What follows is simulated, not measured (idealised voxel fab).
process module | voxel transistor to metal
cross-section cut | 180 nm wide | cells 5 nm
A cross-section is a grid of square cells, given in bands from the top down. A band is one or more rows of cells.
Each band's line starts with the height of the band's top and of its bottom, in nm. Then come its materials from left to right, each with its width in nm. One material with "throughout" fills the band from edge to edge. "air" is empty space.
Height 0 is the level under which the wafer as received is all one material. The lowest band goes on downwards, as in "0 down".
A width such as "30 to 40" changes by the same amount from each row of cells to the next, from the band's top row to its bottom row.
"no change" after a step means that no cell of the cross-section changed.
closed voids: empty space of 8 cells or more with no open way to the top, each as width x height at its distance from the left edge, in nm
after a step's settings: what the simulator itself notes on the step
overlay nm, on a step with a mask: how far to the right of its planned place the mask lay; to the left if negative
plan
1 op RECEIVE | material Si
2 op OXIDIZE | depth nm 5
3 op CONFORMAL_DEP | material SiN | thk nm 15
4 op PATTERN | tone cover | mask id ACTIVE | material resist | width nm 115 | thk nm 15 | overlay nm 0
5 op DIRECTIONAL_ETCH | etch materials SiN | depth nm 15
6 op DIRECTIONAL_ETCH | etch materials SiO2 | depth nm 5
7 op DIRECTIONAL_ETCH | etch materials Si | depth nm 25
8 op STRIP | etch materials resist
9 op OXIDIZE | depth nm 5
10 op FILL_DEP | material SiO2 | thk nm 15
11 op CMP | height nm 15
12 op SELECTIVE_ETCH | etch materials SiO2 | depth nm 10
13 op STRIP | etch materials SiN
14 op SELECTIVE_ETCH | etch materials SiO2 | depth nm 5
15 op OXIDIZE | depth nm 5
16 op DIRECTIONAL_DEP | material polySi | thk nm 30
17 op DIRECTIONAL_DEP | material SiCN | thk nm 10
18 op PATTERN | tone cover | mask id GATE | material resist | width nm 25 | thk nm 15 | overlay nm 0
19 op DIRECTIONAL_ETCH | etch materials SiCN | depth nm 20
20 op DIRECTIONAL_ETCH | etch materials polySi | depth nm 40
21 op STRIP | etch materials resist
22 op CONFORMAL_DEP | material SiN | thk nm 5
23 op DIRECTIONAL_ETCH | etch materials SiN | depth nm 5
24 op DIRECTIONAL_ETCH | etch materials SiO2 | depth nm 5
25 op DIRECTIONAL_ETCH | etch materials Si | depth nm 10
26 op EPI | material nSi | thk nm 10
27 op FILL_DEP | material SiO2 | thk nm 10
28 op CMP | height nm 25
29 op STRIP | etch materials polySi
30 op SELECTIVE_ETCH | etch materials SiO2 | depth nm 5
31 op CONFORMAL_DEP | material HfO2 | thk nm 5
32 op CONFORMAL_DEP | material TiN | thk nm 5
33 op FILL_DEP | material W | thk nm 5
34 op CMP | height nm 20
35 op DIRECTIONAL_DEP | material SiO2 | thk nm 15
36 op DIRECTIONAL_DEP | material aC | thk nm 15
37 op PATTERN | tone open | mask id CONTACT | material resist | width nm 20 | pitch nm 85 | thk nm 30 | overlay nm 0
38 op DIRECTIONAL_ETCH | etch materials aC | depth nm 15
39 op STRIP | etch materials resist
40 op DIRECTIONAL_ETCH | etch materials SiO2 | depth nm 45
41 op STRIP | etch materials aC
42 op CONFORMAL_DEP | material TiN | thk nm 5
43 op FILL_DEP | material Ru | thk nm 5
44 op CMP | height nm 35
45 op CONFORMAL_DEP | material SiCN | thk nm 5
46 op DIRECTIONAL_DEP | material lowk | thk nm 20
47 op DIRECTIONAL_DEP | material aC | thk nm 15
48 op PATTERN | tone open | mask id METAL_1 | material resist | width nm 20 | pitch nm 85 | thk nm 35 | overlay nm 0
49 op DIRECTIONAL_ETCH | etch materials aC | depth nm 15
50 op STRIP | etch materials resist
51 op DIRECTIONAL_ETCH | etch materials lowk | depth nm 20
52 op DIRECTIONAL_ETCH | etch materials SiCN | depth nm 5
53 op STRIP | etch materials aC
54 op CONFORMAL_DEP | material TiN | thk nm 5
55 op FILL_DEP | material Ru | thk nm 10
56 op CMP | height nm 60
57 op CONFORMAL_DEP | material SiCN | thk nm 5
58 op DIRECTIONAL_DEP | material SiO2 | thk nm 30
59 op MASKED_ETCH | tone open | mask id METAL_2_HOLES | width nm 15 | pitch nm 85 | etch materials SiO2 | depth nm 30 | overlay nm 0
60 op DIRECTIONAL_DEP | material aC | thk nm 10
61 op PATTERN | tone open | mask id METAL_2 | material resist | width nm 20 | pitch nm 85 | thk nm 30 | overlay nm 0
62 op DIRECTIONAL_ETCH | etch materials aC | depth nm 10
63 op STRIP | etch materials resist
64 op DIRECTIONAL_ETCH | etch materials SiO2 | depth nm 15
65 op DIRECTIONAL_ETCH | etch materials SiCN | depth nm 5
66 op STRIP | etch materials aC
67 op CONFORMAL_DEP | material TiN | thk nm 5
68 op FILL_DEP | material Cu | thk nm 10
69 op CMP | height nm 95
70 op CONFORMAL_DEP | material SiCN | thk nm 5
first wafer, as planned
as received, after step 1
  0 down: Si throughout
  closed voids: none
after step 2
  0 to -5: SiO2 throughout
  below -5: unchanged
after step 3
  15 to 0: SiN throughout
  below 0: unchanged
after step 4
  30 to 15: air 30 | resist 115 | air 35
  below 15: unchanged
after step 5
  30 to 15: air 30 | resist 115 | air 35
  15 to 0: air 30 | SiN 115 | air 35
  below 0: unchanged
after step 6
  30 to 15: air 30 | resist 115 | air 35
  15 to 0: air 30 | SiN 115 | air 35
  0 to -5: air 30 | SiO2 115 | air 35
  below -5: unchanged
after step 7
  30 to 15: air 30 | resist 115 | air 35
  15 to 0: air 30 | SiN 115 | air 35
  0 to -5: air 30 | SiO2 115 | air 35
  -5 to -30: air 30 | Si 115 | air 35
  below -30: unchanged
after step 8
  15 to 0: air 30 | SiN 115 | air 35
  below 0: unchanged
after step 9
  15 to 0: air 30 | SiN 115 | air 35
  0 to -5: air 30 | SiO2 115 | air 35
  -5 to -30: air 30 | SiO2 5 | Si 105 | SiO2 5 | air 35
  -30 to -35: SiO2 35 | Si 105 | SiO2 40
  below -35: unchanged
after step 10
  30 to 15: SiO2 throughout
  15 to 0: SiO2 30 | SiN 115 | SiO2 35
  0 to -5: SiO2 throughout
  -5 to -35: SiO2 35 | Si 105 | SiO2 40
  below -35: unchanged
after step 11
  15 to 0: SiO2 30 | SiN 115 | SiO2 35
  below 0: unchanged
after step 12
  15 to 5: air 30 | SiN 115 | air 35
  below 5: unchanged
after step 13
  5 to 0: SiO2 30 | air 115 | SiO2 35
  below 0: unchanged
after step 14
  0 to -5: SiO2 25 | air 125 | SiO2 30
  below -5: unchanged
after step 15
  0 to -5: SiO2 25 | air 125 | SiO2 30
  -5 to -10: SiO2 throughout
  below -10: unchanged
after step 16
  30 to 25: polySi 25 | air 125 | polySi 30
  25 to 0: polySi throughout
  0 to -5: SiO2 25 | polySi 125 | SiO2 30
  below -5: unchanged
after step 17
  40 to 35: SiCN 25 | air 125 | SiCN 30
  35 to 30: SiCN throughout
  30 to 25: polySi 25 | SiCN 125 | polySi 30
  below 25: unchanged
after step 18
  55 to 40: air 75 | resist 25 | air 80
  40 to 35: SiCN 25 | air 50 | resist 25 | air 50 | SiCN 30
  below 35: unchanged
after step 19
  55 to 35: air 75 | resist 25 | air 80
  35 to 30: air 75 | SiCN 25 | air 80
  30 to 25: polySi 25 | air 50 | SiCN 25 | air 50 | polySi 30
  below 25: unchanged
after step 20
  55 to 35: air 75 | resist 25 | air 80
  35 to 25: air 75 | SiCN 25 | air 80
  25 to 0: air 75 | polySi 25 | air 80
  0 to -5: SiO2 25 | air 50 | polySi 25 | air 50 | SiO2 30
  below -5: unchanged
after step 21
  35 to 25: air 75 | SiCN 25 | air 80
  below 25: unchanged
after step 22
  40 to 35: air 70 | SiN 35 | air 75
  35 to 25: air 70 | SiN 5 | SiCN 25 | SiN 5 | air 75
  25 to 5: air 70 | SiN 5 | polySi 25 | SiN 5 | air 75
  5 to 0: SiN 30 | air 40 | SiN 5 | polySi 25 | SiN 5 | air 40 | SiN 35
  0 to -5: SiO2 25 | SiN 50 | polySi 25 | SiN 50 | SiO2 30
  below -5: unchanged
after step 23
  35 to 25: air 70 | SiN 5 | SiCN 25 | SiN 5 | air 75
  25 to 0: air 70 | SiN 5 | polySi 25 | SiN 5 | air 75
  0 to -5: SiO2 25 | SiN 5 | air 40 | SiN 5 | polySi 25 | SiN 5 | air 40 | SiN 5 | SiO2 30
  below -5: unchanged
after step 24
  35 to 25: air 70 | SiN 5 | SiCN 25 | SiN 5 | air 75
  25 to 0: air 70 | SiN 5 | polySi 25 | SiN 5 | air 75
  0 to -5: air 25 | SiN 5 | air 40 | SiN 5 | polySi 25 | SiN 5 | air 40 | SiN 5 | air 30
  -5 to -10: SiO2 30 | air 40 | SiO2 35 | air 40 | SiO2 35
  below -10: unchanged
after step 25
  35 to 25: air 70 | SiN 5 | SiCN 25 | SiN 5 | air 75
  25 to 0: air 70 | SiN 5 | polySi 25 | SiN 5 | air 75
  0 to -5: air 25 | SiN 5 | air 40 | SiN 5 | polySi 25 | SiN 5 | air 40 | SiN 5 | air 30
  -5 to -10: SiO2 30 | air 40 | SiO2 35 | air 40 | SiO2 35
  -10 to -20: SiO2 35 | air 35 | Si 35 | air 35 | SiO2 40
  below -20: unchanged
after step 26
  35 to 25: air 70 | SiN 5 | SiCN 25 | SiN 5 | air 75
  25 to 0: air 70 | SiN 5 | polySi 25 | SiN 5 | air 75
  0 to -5: air 25 | SiN 5 | air 30 | nSi 10 | SiN 5 | polySi 25 | SiN 5 | nSi 10 | air 30 | SiN 5 | air 30
  -5 to -10: SiO2 30 | air 30 | nSi 10 | SiO2 35 | nSi 10 | air 30 | SiO2 35
  -10 to -20: SiO2 35 | nSi 35 | Si 35 | nSi 35 | SiO2 40
  below -20: unchanged
after step 27
  45 to 35: SiO2 throughout
  35 to 25: SiO2 70 | SiN 5 | SiCN 25 | SiN 5 | SiO2 75
  25 to 0: SiO2 70 | SiN 5 | polySi 25 | SiN 5 | SiO2 75
  0 to -5: SiO2 25 | SiN 5 | SiO2 30 | nSi 10 | SiN 5 | polySi 25 | SiN 5 | nSi 10 | SiO2 30 | SiN 5 | SiO2 30
  -5 to -10: SiO2 60 | nSi 10 | SiO2 35 | nSi 10 | SiO2 65
  below -10: unchanged
after step 28
  25 to 0: SiO2 70 | SiN 5 | polySi 25 | SiN 5 | SiO2 75
  below 0: unchanged
after step 29
  25 to 0: SiO2 70 | SiN 5 | air 25 | SiN 5 | SiO2 75
  0 to -5: SiO2 25 | SiN 5 | SiO2 30 | nSi 10 | SiN 5 | air 25 | SiN 5 | nSi 10 | SiO2 30 | SiN 5 | SiO2 30
  below -5: unchanged
after step 30
  25 to 20: air 70 | SiN 5 | air 25 | SiN 5 | air 75
  20 to 0: SiO2 70 | SiN 5 | air 25 | SiN 5 | SiO2 75
  0 to -5: SiO2 25 | SiN 5 | SiO2 30 | nSi 10 | SiN 5 | air 25 | SiN 5 | nSi 10 | SiO2 30 | SiN 5 | SiO2 30
  -5 to -10: SiO2 60 | nSi 10 | air 35 | nSi 10 | SiO2 65
  below -10: unchanged
after step 31
  30 to 25: air 65 | HfO2 15 | air 15 | HfO2 15 | air 70
  25 to 20: HfO2 70 | SiN 5 | HfO2 5 | air 15 | HfO2 5 | SiN 5 | HfO2 75
  20 to 0: SiO2 70 | SiN 5 | HfO2 5 | air 15 | HfO2 5 | SiN 5 | SiO2 75
  0 to -5: SiO2 25 | SiN 5 | SiO2 30 | nSi 10 | SiN 5 | HfO2 5 | air 15 | HfO2 5 | SiN 5 | nSi 10 | SiO2 30 | SiN 5 | SiO2 30
  -5 to -10: SiO2 60 | nSi 10 | HfO2 35 | nSi 10 | SiO2 65
  below -10: unchanged
after step 32
  35 to 30: air 60 | TiN 25 | air 5 | TiN 25 | air 65
  30 to 25: TiN 65 | HfO2 15 | TiN 5 | air 5 | TiN 5 | HfO2 15 | TiN 70
  25 to 20: HfO2 70 | SiN 5 | HfO2 5 | TiN 5 | air 5 | TiN 5 | HfO2 5 | SiN 5 | HfO2 75
  20 to 0: SiO2 70 | SiN 5 | HfO2 5 | TiN 5 | air 5 | TiN 5 | HfO2 5 | SiN 5 | SiO2 75
  0 to -5: SiO2 25 | SiN 5 | SiO2 30 | nSi 10 | SiN 5 | HfO2 5 | TiN 15 | HfO2 5 | SiN 5 | nSi 10 | SiO2 30 | SiN 5 | SiO2 30
  below -5: unchanged
after step 33
  40 to 35: W throughout
  35 to 30: W 60 | TiN 25 | W 5 | TiN 25 | W 65
  30 to 25: TiN 65 | HfO2 15 | TiN 5 | W 5 | TiN 5 | HfO2 15 | TiN 70
  25 to 20: HfO2 70 | SiN 5 | HfO2 5 | TiN 5 | W 5 | TiN 5 | HfO2 5 | SiN 5 | HfO2 75
  20 to 0: SiO2 70 | SiN 5 | HfO2 5 | TiN 5 | W 5 | TiN 5 | HfO2 5 | SiN 5 | SiO2 75
  below 0: unchanged
after step 34
  20 to 0: SiO2 70 | SiN 5 | HfO2 5 | TiN 5 | W 5 | TiN 5 | HfO2 5 | SiN 5 | SiO2 75
  below 0: unchanged
after step 35
  35 to 20: SiO2 throughout
  below 20: unchanged
after step 36
  50 to 35: aC throughout
  below 35: unchanged
after step 37
  80 to 50: resist 35 | air 20 | resist 65 | air 20 | resist 40
  below 50: unchanged
after step 38
  65 to 50: resist 35 | air 20 | resist 65 | air 20 | resist 40
  50 to 35: aC 35 | air 20 | aC 65 | air 20 | aC 40
  below 35: unchanged
after step 39
  50 to 35: aC 35 | air 20 | aC 65 | air 20 | aC 40
  below 35: unchanged
after step 40
  50 to 35: aC 35 | air 20 | aC 65 | air 20 | aC 40
  35 to 20: SiO2 35 | air 20 | SiO2 65 | air 20 | SiO2 40
  20 to 0: SiO2 35 | air 20 | SiO2 15 | SiN 5 | HfO2 5 | TiN 5 | W 5 | TiN 5 | HfO2 5 | SiN 5 | SiO2 15 | air 20 | SiO2 40
  0 to -5: SiO2 25 | SiN 5 | SiO2 5 | air 20 | SiO2 5 | nSi 10 | SiN 5 | HfO2 5 | TiN 15 | HfO2 5 | SiN 5 | nSi 10 | SiO2 5 | air 20 | SiO2 5 | SiN 5 | SiO2 30
  -5 to -10: SiO2 35 | air 20 | SiO2 5 | nSi 10 | HfO2 35 | nSi 10 | SiO2 5 | air 20 | SiO2 40
  below -10: unchanged
after step 41
  35 to 20: SiO2 35 | air 20 | SiO2 65 | air 20 | SiO2 40
  below 20: unchanged
after step 42
  40 to 35: TiN 40 | air 10 | TiN 75 | air 10 | TiN 45
  35 to 20: SiO2 35 | TiN 5 | air 10 | TiN 5 | SiO2 65 | TiN 5 | air 10 | TiN 5 | SiO2 40
  20 to 0: SiO2 35 | TiN 5 | air 10 | TiN 5 | SiO2 15 | SiN 5 | HfO2 5 | TiN 5 | W 5 | TiN 5 | HfO2 5 | SiN 5 | SiO2 15 | TiN 5 | air 10 | TiN 5 | SiO2 40
  0 to -5: SiO2 25 | SiN 5 | SiO2 5 | TiN 5 | air 10 | TiN 5 | SiO2 5 | nSi 10 | SiN 5 | HfO2 5 | TiN 15 | HfO2 5 | SiN 5 | nSi 10 | SiO2 5 | TiN 5 | air 10 | TiN 5 | SiO2 5 | SiN 5 | SiO2 30
  -5 to -10: SiO2 35 | TiN 20 | SiO2 5 | nSi 10 | HfO2 35 | nSi 10 | SiO2 5 | TiN 20 | SiO2 40
  below -10: unchanged
after step 43
  45 to 40: Ru throughout
  40 to 35: TiN 40 | Ru 10 | TiN 75 | Ru 10 | TiN 45
  35 to 20: SiO2 35 | TiN 5 | Ru 10 | TiN 5 | SiO2 65 | TiN 5 | Ru 10 | TiN 5 | SiO2 40
  20 to 0: SiO2 35 | TiN 5 | Ru 10 | TiN 5 | SiO2 15 | SiN 5 | HfO2 5 | TiN 5 | W 5 | TiN 5 | HfO2 5 | SiN 5 | SiO2 15 | TiN 5 | Ru 10 | TiN 5 | SiO2 40
  0 to -5: SiO2 25 | SiN 5 | SiO2 5 | TiN 5 | Ru 10 | TiN 5 | SiO2 5 | nSi 10 | SiN 5 | HfO2 5 | TiN 15 | HfO2 5 | SiN 5 | nSi 10 | SiO2 5 | TiN 5 | Ru 10 | TiN 5 | SiO2 5 | SiN 5 | SiO2 30
  below -5: unchanged
after step 44
  35 to 20: SiO2 35 | TiN 5 | Ru 10 | TiN 5 | SiO2 65 | TiN 5 | Ru 10 | TiN 5 | SiO2 40
  below 20: unchanged
after step 45
  40 to 35: SiCN throughout
  below 35: unchanged
after step 46
  60 to 40: lowk throughout
  below 40: unchanged
after step 47
  75 to 60: aC throughout
  below 60: unchanged
after step 48
  110 to 75: resist 35 | air 20 | resist 65 | air 20 | resist 40
  below 75: unchanged
after step 49
  95 to 75: resist 35 | air 20 | resist 65 | air 20 | resist 40
  75 to 60: aC 35 | air 20 | aC 65 | air 20 | aC 40
  below 60: unchanged
after step 50
  75 to 60: aC 35 | air 20 | aC 65 | air 20 | aC 40
  below 60: unchanged
after step 51
  75 to 60: aC 35 | air 20 | aC 65 | air 20 | aC 40
  60 to 40: lowk 35 | air 20 | lowk 65 | air 20 | lowk 40
  below 40: unchanged
after step 52
  75 to 60: aC 35 | air 20 | aC 65 | air 20 | aC 40
  60 to 40: lowk 35 | air 20 | lowk 65 | air 20 | lowk 40
  40 to 35: SiCN 35 | air 20 | SiCN 65 | air 20 | SiCN 40
  below 35: unchanged
after step 53
  60 to 40: lowk 35 | air 20 | lowk 65 | air 20 | lowk 40
  below 40: unchanged
after step 54
  65 to 60: TiN 40 | air 10 | TiN 75 | air 10 | TiN 45
  60 to 40: lowk 35 | TiN 5 | air 10 | TiN 5 | lowk 65 | TiN 5 | air 10 | TiN 5 | lowk 40
  40 to 35: SiCN 35 | TiN 20 | SiCN 65 | TiN 20 | SiCN 40
  below 35: unchanged
after step 55
  75 to 65: Ru throughout
  65 to 60: TiN 40 | Ru 10 | TiN 75 | Ru 10 | TiN 45
  60 to 40: lowk 35 | TiN 5 | Ru 10 | TiN 5 | lowk 65 | TiN 5 | Ru 10 | TiN 5 | lowk 40
  below 40: unchanged
after step 56
  60 to 40: lowk 35 | TiN 5 | Ru 10 | TiN 5 | lowk 65 | TiN 5 | Ru 10 | TiN 5 | lowk 40
  below 40: unchanged
after step 57
  65 to 60: SiCN throughout
  below 60: unchanged
after step 58
  95 to 65: SiO2 throughout
  below 65: unchanged
after step 59
  95 to 65: SiO2 35 | air 15 | SiO2 70 | air 15 | SiO2 45
  below 65: unchanged
after step 60
  105 to 95: aC 35 | air 15 | aC 70 | air 15 | aC 45
  95 to 75: SiO2 35 | air 15 | SiO2 70 | air 15 | SiO2 45
  75 to 65: SiO2 35 | aC 15 | SiO2 70 | aC 15 | SiO2 45
  below 65: unchanged
after step 61
  135 to 105: resist 35 | air 20 | resist 65 | air 20 | resist 40
  below 105: unchanged
after step 62
  125 to 105: resist 35 | air 20 | resist 65 | air 20 | resist 40
  105 to 95: aC 35 | air 20 | aC 65 | air 20 | aC 40
  95 to 65: SiO2 35 | air 15 | SiO2 70 | air 15 | SiO2 45
  below 65: unchanged
after step 63
  105 to 95: aC 35 | air 20 | aC 65 | air 20 | aC 40
  below 95: unchanged
after step 64
  105 to 95: aC 35 | air 20 | aC 65 | air 20 | aC 40
  95 to 80: SiO2 35 | air 20 | SiO2 65 | air 20 | SiO2 40
  below 80: unchanged
after step 65
  105 to 95: aC 35 | air 20 | aC 65 | air 20 | aC 40
  95 to 80: SiO2 35 | air 20 | SiO2 65 | air 20 | SiO2 40
  80 to 65: SiO2 35 | air 15 | SiO2 70 | air 15 | SiO2 45
  65 to 60: SiCN 35 | air 15 | SiCN 70 | air 15 | SiCN 45
  below 60: unchanged
after step 66
  95 to 80: SiO2 35 | air 20 | SiO2 65 | air 20 | SiO2 40
  below 80: unchanged
after step 67
  100 to 95: TiN 40 | air 10 | TiN 75 | air 10 | TiN 45
  95 to 85: SiO2 35 | TiN 5 | air 10 | TiN 5 | SiO2 65 | TiN 5 | air 10 | TiN 5 | SiO2 40
  85 to 80: SiO2 35 | TiN 5 | air 5 | TiN 10 | SiO2 65 | TiN 5 | air 5 | TiN 10 | SiO2 40
  80 to 65: SiO2 35 | TiN 5 | air 5 | TiN 5 | SiO2 70 | TiN 5 | air 5 | TiN 5 | SiO2 45
  65 to 60: SiCN 35 | TiN 15 | SiCN 70 | TiN 15 | SiCN 45
  below 60: unchanged
after step 68
  110 to 100: Cu throughout
  100 to 95: TiN 40 | Cu 10 | TiN 75 | Cu 10 | TiN 45
  95 to 85: SiO2 35 | TiN 5 | Cu 10 | TiN 5 | SiO2 65 | TiN 5 | Cu 10 | TiN 5 | SiO2 40
  85 to 80: SiO2 35 | TiN 5 | Cu 5 | TiN 10 | SiO2 65 | TiN 5 | Cu 5 | TiN 10 | SiO2 40
  80 to 65: SiO2 35 | TiN 5 | Cu 5 | TiN 5 | SiO2 70 | TiN 5 | Cu 5 | TiN 5 | SiO2 45
  below 65: unchanged
after step 69
  95 to 85: SiO2 35 | TiN 5 | Cu 10 | TiN 5 | SiO2 65 | TiN 5 | Cu 10 | TiN 5 | SiO2 40
  below 85: unchanged
after step 70
  100 to 95: SiCN throughout
  below 95: unchanged
second wafer: like start, like plan, one mistake. Through step 47 it matches the first wafer
when step 48 should have ended
  110 to 75: resist 35 | air 25 | resist 60 | air 25 | resist 35
  below 75: unchanged
when step 49 should have ended
  95 to 75: resist 35 | air 25 | resist 60 | air 25 | resist 35
  75 to 60: aC 35 | air 25 | aC 60 | air 25 | aC 35
  below 60: unchanged
when step 50 should have ended
  75 to 60: aC 35 | air 25 | aC 60 | air 25 | aC 35
  below 60: unchanged
when step 51 should have ended
  75 to 60: aC 35 | air 25 | aC 60 | air 25 | aC 35
  60 to 40: lowk 35 | air 25 | lowk 60 | air 25 | lowk 35
  below 40: unchanged
when step 52 should have ended
  75 to 60: aC 35 | air 25 | aC 60 | air 25 | aC 35
  60 to 40: lowk 35 | air 25 | lowk 60 | air 25 | lowk 35
  40 to 35: SiCN 35 | air 25 | SiCN 60 | air 25 | SiCN 35
  below 35: unchanged
when step 53 should have ended
  60 to 40: lowk 35 | air 25 | lowk 60 | air 25 | lowk 35
  below 40: unchanged
when step 54 should have ended
  65 to 60: TiN 40 | air 15 | TiN 70 | air 15 | TiN 40
  60 to 40: lowk 35 | TiN 5 | air 15 | TiN 5 | lowk 60 | TiN 5 | air 15 | TiN 5 | lowk 35
  40 to 35: SiCN 35 | TiN 25 | SiCN 60 | TiN 25 | SiCN 35
  below 35: unchanged
when step 55 should have ended
  75 to 65: Ru throughout
  65 to 60: TiN 40 | Ru 15 | TiN 70 | Ru 15 | TiN 40
  60 to 40: lowk 35 | TiN 5 | Ru 15 | TiN 5 | lowk 60 | TiN 5 | Ru 15 | TiN 5 | lowk 35
  below 40: unchanged
when step 56 should have ended
  60 to 40: lowk 35 | TiN 5 | Ru 15 | TiN 5 | lowk 60 | TiN 5 | Ru 15 | TiN 5 | lowk 35
  below 40: unchanged
when step 57 should have ended
  65 to 60: SiCN throughout
  below 60: unchanged
when step 58 should have ended
  95 to 65: SiO2 throughout
  below 65: unchanged
when step 59 should have ended
  95 to 65: SiO2 35 | air 15 | SiO2 70 | air 15 | SiO2 45
  below 65: unchanged
when step 60 should have ended
  105 to 95: aC 35 | air 15 | aC 70 | air 15 | aC 45
  95 to 75: SiO2 35 | air 15 | SiO2 70 | air 15 | SiO2 45
  75 to 65: SiO2 35 | aC 15 | SiO2 70 | aC 15 | SiO2 45
  below 65: unchanged
when step 61 should have ended
  135 to 105: resist 35 | air 20 | resist 65 | air 20 | resist 40
  below 105: unchanged
when step 62 should have ended
  125 to 105: resist 35 | air 20 | resist 65 | air 20 | resist 40
  105 to 95: aC 35 | air 20 | aC 65 | air 20 | aC 40
  95 to 65: SiO2 35 | air 15 | SiO2 70 | air 15 | SiO2 45
  below 65: unchanged
when step 63 should have ended
  105 to 95: aC 35 | air 20 | aC 65 | air 20 | aC 40
  below 95: unchanged
when step 64 should have ended
  105 to 95: aC 35 | air 20 | aC 65 | air 20 | aC 40
  95 to 80: SiO2 35 | air 20 | SiO2 65 | air 20 | SiO2 40
  below 80: unchanged
when step 65 should have ended
  105 to 95: aC 35 | air 20 | aC 65 | air 20 | aC 40
  95 to 80: SiO2 35 | air 20 | SiO2 65 | air 20 | SiO2 40
  80 to 65: SiO2 35 | air 15 | SiO2 70 | air 15 | SiO2 45
  65 to 60: SiCN 35 | air 15 | SiCN 70 | air 15 | SiCN 45
  below 60: unchanged
when step 66 should have ended
  95 to 80: SiO2 35 | air 20 | SiO2 65 | air 20 | SiO2 40
  below 80: unchanged
when step 67 should have ended
  100 to 95: TiN 40 | air 10 | TiN 75 | air 10 | TiN 45
  95 to 85: SiO2 35 | TiN 5 | air 10 | TiN 5 | SiO2 65 | TiN 5 | air 10 | TiN 5 | SiO2 40
  85 to 80: SiO2 35 | TiN 5 | air 5 | TiN 10 | SiO2 65 | TiN 5 | air 5 | TiN 10 | SiO2 40
  80 to 65: SiO2 35 | TiN 5 | air 5 | TiN 5 | SiO2 70 | TiN 5 | air 5 | TiN 5 | SiO2 45
  65 to 60: SiCN 35 | TiN 15 | SiCN 70 | TiN 15 | SiCN 45
  below 60: unchanged
when step 68 should have ended
  110 to 100: Cu throughout
  100 to 95: TiN 40 | Cu 10 | TiN 75 | Cu 10 | TiN 45
  95 to 85: SiO2 35 | TiN 5 | Cu 10 | TiN 5 | SiO2 65 | TiN 5 | Cu 10 | TiN 5 | SiO2 40
  85 to 80: SiO2 35 | TiN 5 | Cu 5 | TiN 10 | SiO2 65 | TiN 5 | Cu 5 | TiN 10 | SiO2 40
  80 to 65: SiO2 35 | TiN 5 | Cu 5 | TiN 5 | SiO2 70 | TiN 5 | Cu 5 | TiN 5 | SiO2 45
  below 65: unchanged
when step 69 should have ended
  95 to 85: SiO2 35 | TiN 5 | Cu 10 | TiN 5 | SiO2 65 | TiN 5 | Cu 10 | TiN 5 | SiO2 40
  below 85: unchanged
when step 70 should have ended
  100 to 95: SiCN throughout
  below 95: unchanged
what went wrong: step 48 ran as: op PATTERN | tone open | mask id METAL_1 | material resist | width nm 25 | pitch nm 85 | thk nm 35 | overlay nm 0
at the end the second wafer has, in cells: 8 more of Ru | 2 fewer of SiCN | 2 more of TiN | 8 fewer of lowk
